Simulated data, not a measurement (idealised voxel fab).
Process module, titled voxel capacitor over wiring
It is cross-section cut that appears here, measuring 295 nm in width, its square cells being 5 nm in size.
Each cross-section below is a grid of square cells, stated as bands in top-down order, with one or more rows of cells making up each band. Per band: top height and bottom height in nm, followed by the left-to-right materials and their widths in nm; "edge to edge" marks a single material spanning edge to edge, "blank" marks empty space. Note: height 0 marks the level under which the wafer is uniformly one material as received. Lowest band unbounded below, written "0 down". So if you see something like "30->40" for the width, read it as the top row of the band sitting at the first number and the bottom row at the second, with every row in between moving by the same amount as the last. Given "nothing got changed" for a step, no cell of the cross-section differs between before and after that step. What "Tabulated closed voids" gives you is every empty space of 8 cells or more that is cut off from the top. Each appears as width x height at distance, with the distance taken from the left edge and width, height and distance all in nm. It should be noted that, on the line of a given step, the content following the step's settings is a remark produced by the simulator itself with respect to that step. overlay nm: how far to the right of its planned place the mask lay on this masked step (negative: to the left).
THESE ARE THE STEPS WE PLANNED FOR THE PROCESS
| 1 | RECEIVE,material Si |
| 2 | CONFORMAL_DEP,material SiO2,thk nm 10 |
| 3 | CONFORMAL_DEP,material SiCN,thk nm 5 |
| 4 | DIRECTIONAL_DEP,material SiO2,thk nm 25 |
| 5 | PATTERN,tone open,mask id METAL_1,material resist,width nm 30,pitch nm 85,thk nm 20,overlay nm 0 |
| 6 | DIRECTIONAL_ETCH,etch materials SiO2,depth nm 25 |
| 7 | DIRECTIONAL_ETCH,etch materials SiCN,depth nm 5 |
| 8 | STRIP,etch materials resist |
| 9 | CONFORMAL_DEP,material TiN,thk nm 5 |
| 10 | FILL_DEP,material W,thk nm 5 |
| 11 | CMP,height nm 40 |
| 12 | CONFORMAL_DEP,material SiCN,thk nm 5 |
| 13 | DIRECTIONAL_DEP,material SiO2,thk nm 10 |
| 14 | PATTERN,tone open,mask id PLUG_1,material resist,width nm 15,thk nm 15,overlay nm 0 |
| 15 | DIRECTIONAL_ETCH,etch materials SiO2,depth nm 10 |
| 16 | DIRECTIONAL_ETCH,etch materials SiCN,depth nm 5 |
| 17 | STRIP,etch materials resist |
| 18 | CONFORMAL_DEP,material TiN,thk nm 5 |
| 19 | FILL_DEP,material W,thk nm 5 |
| 20 | CMP,height nm 55 |
| 21 | DIRECTIONAL_DEP,material TiN,thk nm 10 |
| 22 | DIRECTIONAL_DEP,material Al2O3,thk nm 5 |
| 23 | DIRECTIONAL_DEP,material TiN,thk nm 10 |
| 24 | MASKED_ETCH,tone cover,mask id UPPER_PLATE,width nm 60,etch materials TiN,depth nm 10,overlay nm 0 |
| 25 | MASKED_ETCH,tone cover,mask id UPPER_PLATE,width nm 60,etch materials Al2O3,depth nm 5,overlay nm 0 |
| 26 | MASKED_ETCH,tone cover,mask id LOWER_PLATE,width nm 70,etch materials TiN,depth nm 10,overlay nm 0 |
| 27 | FILL_DEP,material SiO2,thk nm 15 |
| 28 | CMP,height nm 90 |
| 29 | PATTERN,tone open,mask id PLUG_2,material resist,width nm 15,thk nm 15,overlay nm 0 |
| 30 | DIRECTIONAL_ETCH,etch materials SiO2,depth nm 10 |
| 31 | STRIP,etch materials resist |
| 32 | CONFORMAL_DEP,material TiN,thk nm 5 |
| 33 | FILL_DEP,material Cu,thk nm 5 |
| 34 | CMP,height nm 90 |
| 35 | CONFORMAL_DEP,material SiN,thk nm 5 |
CROSS-SECTION OF THE WAFER AT RECEIPT, WHICH IS THE CONDITION AFTER STEP 1
    0 down = Si edge to edge
    Tabulated closed voids: none
RUN AS PLANNED - FIRST OF THE TWO WAFERS CROSS-SECTIONED AT THE END OF THE MODULE
    95 to 90 = SiN edge to edge
    90 to 85 = 115 SiO2, 5 TiN, 5 Cu, 5 TiN, 165 SiO2
    85 to 80 = 115 SiO2, 15 TiN, 165 SiO2
    80 to 70 = 105 SiO2, 60 TiN, 130 SiO2
    70 to 65 = 105 SiO2, 60 Al2O3, 130 SiO2
    65 to 55 = 100 SiO2, 70 TiN, 125 SiO2
    55 to 45 = 105 SiO2, 5 TiN, 5 W, 5 TiN, 175 SiO2
    45 to 40 = 105 SiCN, 15 TiN, 175 SiCN
    40 to 15 = 90 SiO2, 5 TiN, 20 W, 5 TiN, 55 SiO2, 5 TiN, 20 W, 5 TiN, 90 SiO2
    15 to 10 = 90 SiCN, 30 TiN, 55 SiCN, 30 TiN, 90 SiCN
    10 to 0 = SiO2 edge to edge
    0 down = Si edge to edge
    Tabulated closed voids: none
CROSS-SECTION, SECOND WAFER: SAME START AS THE FIRST, SAME PLAN AS THE FIRST, ONE MISTAKE IN RUNNING IT; TAKEN AT THE END OF THE MODULE
    95 to 90 = SiN edge to edge
    90 to 85 = 115 SiO2, 5 TiN, 5 Cu, 5 TiN, 165 SiO2
    85 to 80 = 115 SiO2, 15 TiN, 165 SiO2
    80 to 70 = 105 SiO2, 60 TiN, 130 SiO2
    70 to 65 = 105 SiO2, 60 Al2O3, 130 SiO2
    65 to 55 = 100 SiO2, 70 TiN, 125 SiO2
    55 to 50 = 105 SiCN, 15 TiN, 175 SiCN
    50 to 40 = SiO2 edge to edge
    40 to 15 = 90 SiO2, 5 TiN, 20 W, 5 TiN, 55 SiO2, 5 TiN, 20 W, 5 TiN, 90 SiO2
    15 to 10 = 90 SiCN, 30 TiN, 55 SiCN, 30 TiN, 90 SiCN
    10 to 0 = SiO2 edge to edge
    0 down = Si edge to edge
    Tabulated closed voids: none
Finding, execution versus plan: deviation from plan: step 13 and step 12 executed in one another's positions
The closing comparison, in cells, has the second wafer with more or fewer of some materials than the first: 6 more of SiO2, 4 fewer of TiN, 2 fewer of W
